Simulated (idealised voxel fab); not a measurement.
This is a process module. Its name is voxel self aligned vias.
Xsec cut, 175 nm wide, square cell size 5 nm.
The cross-sections in this document take the form of a grid made of square cells. They are written out as bands, in order from top to bottom. Each band consists of one or more rows of cells.
Heights first: top, then bottom, in nm. Then materials, left to right, each with a width in nm. "all across" on a single material: fills the band edge to edge. "air": empty space.
Below 0: as-received wafer, all one material; heights counted from there. Lowest band: no bottom, goes on down, written "0..down".
Top row gets the first number, bottom row gets the second, and each row in between changes by the same step: that is how a band width like "30->40" works.
What does "remained the same" mean for a step? It means no cell of the cross-section changed in that step.
What "Enclosed internal cavities" gives you is every empty space of 8 cells or more that is cut off from the top. Each appears as width x height at distance, with the distance taken from the left edge and width, height and distance all in nm.
On a step's line, text after the settings is the simulator commenting on that step.
overlay nm: how far to the right of its planned place the mask lay on this masked step (negative: to the left).
Intended process steps
1: RECEIVE (material Si)
2: CONFORMAL_DEP (material SiO2; thk nm 15)
3: CONFORMAL_DEP (material SiCN; thk nm 5)
4: DIRECTIONAL_DEP (material lowk; thk nm 20)
5: PATTERN (tone open; mask id LINES; material resist; width nm 20; pitch nm 70; thk nm 15; overlay nm 0)
6: DIRECTIONAL_ETCH (etch materials lowk; depth nm 20)
7: STRIP (etch materials resist)
8: CONFORMAL_DEP (material TiN; thk nm 5)
9: FILL_DEP (material Ru; thk nm 10)
10: CMP (height nm 40)
11: SELECTIVE_ETCH (etch materials W Ru TiN; depth nm 5)
12: FILL_DEP (material SiN; thk nm 10)
13: CMP (height nm 40)
14: DIRECTIONAL_DEP (material lowk; thk nm 20)
15: PATTERN (tone open; mask id VIAS; material resist; width nm 40; thk nm 20; overlay nm 0)
16: DIRECTIONAL_ETCH (etch materials lowk; depth nm 20)
17: DIRECTIONAL_ETCH (etch materials SiN; depth nm 5)
18: STRIP (etch materials resist)
19: CONFORMAL_DEP (material TiN; thk nm 5)
20: FILL_DEP (material W; thk nm 5)
21: CMP (height nm 60)
22: CONFORMAL_DEP (material SiCN; thk nm 5)
This is the cross-section of the wafer as we received it, i.e. after step 1
* 0..down | Si all across
* Enclosed internal cavities: none
First wafer at the end, as planned
* 65..60 | SiCN all across
* 60..45 | lowk (30), then TiN (5), then W (30), then TiN (5), then lowk (105)
* 45..40 | lowk (30), then TiN (15), then W (10), then TiN (15), then lowk (105)
* 40..35 | lowk (40), then TiN (20), then lowk (50), then SiN (20), then lowk (45)
* 35..25 | lowk (40), then TiN (5), then Ru (10), then TiN (5), then lowk (50), then TiN (5), then Ru (10), then TiN (5), then lowk (45)
* 25..20 | lowk (40), then TiN (20), then lowk (50), then TiN (20), then lowk (45)
* 20..15 | SiCN all across
* 15..0 | SiO2 all across
* 0..down | Si all across
* Enclosed internal cavities: none
Presented here is a cross-section of the second of the two wafers as it stood at the end of the module. It was started in the same manner and assigned the same plan as the first wafer; however, one mistake was made in its execution
* 65..60 | SiCN all across
* 60..45 | lowk (30), then TiN (5), then W (30), then TiN (5), then lowk (105)
* 45..40 | lowk (30), then TiN (15), then W (15), then TiN (10), then lowk (105)
* 40..35 | lowk (40), then TiN (25), then lowk (45), then SiN (25), then lowk (40)
* 35..25 | lowk (40), then TiN (5), then Ru (15), then TiN (5), then lowk (45), then TiN (5), then Ru (15), then TiN (5), then lowk (40)
* 25..20 | lowk (40), then TiN (25), then lowk (45), then TiN (25), then lowk (40)
* 20..15 | SiCN all across
* 15..0 | SiO2 all across
* 0..down | Si all across
* Enclosed internal cavities: none
In executing the process, a mistake was made relative to the plan: the process deviated at step 5: the operation and settings actually run there were PATTERN (tone open; mask id LINES; material resist; width nm 25; pitch nm 70; thk nm 15; overlay nm 0)
Final cells, second wafer relative to first, materials higher or lower: Ru: 4 more | SiN: 1 more | TiN: 2 more | W: 1 more | lowk: 8 fewer
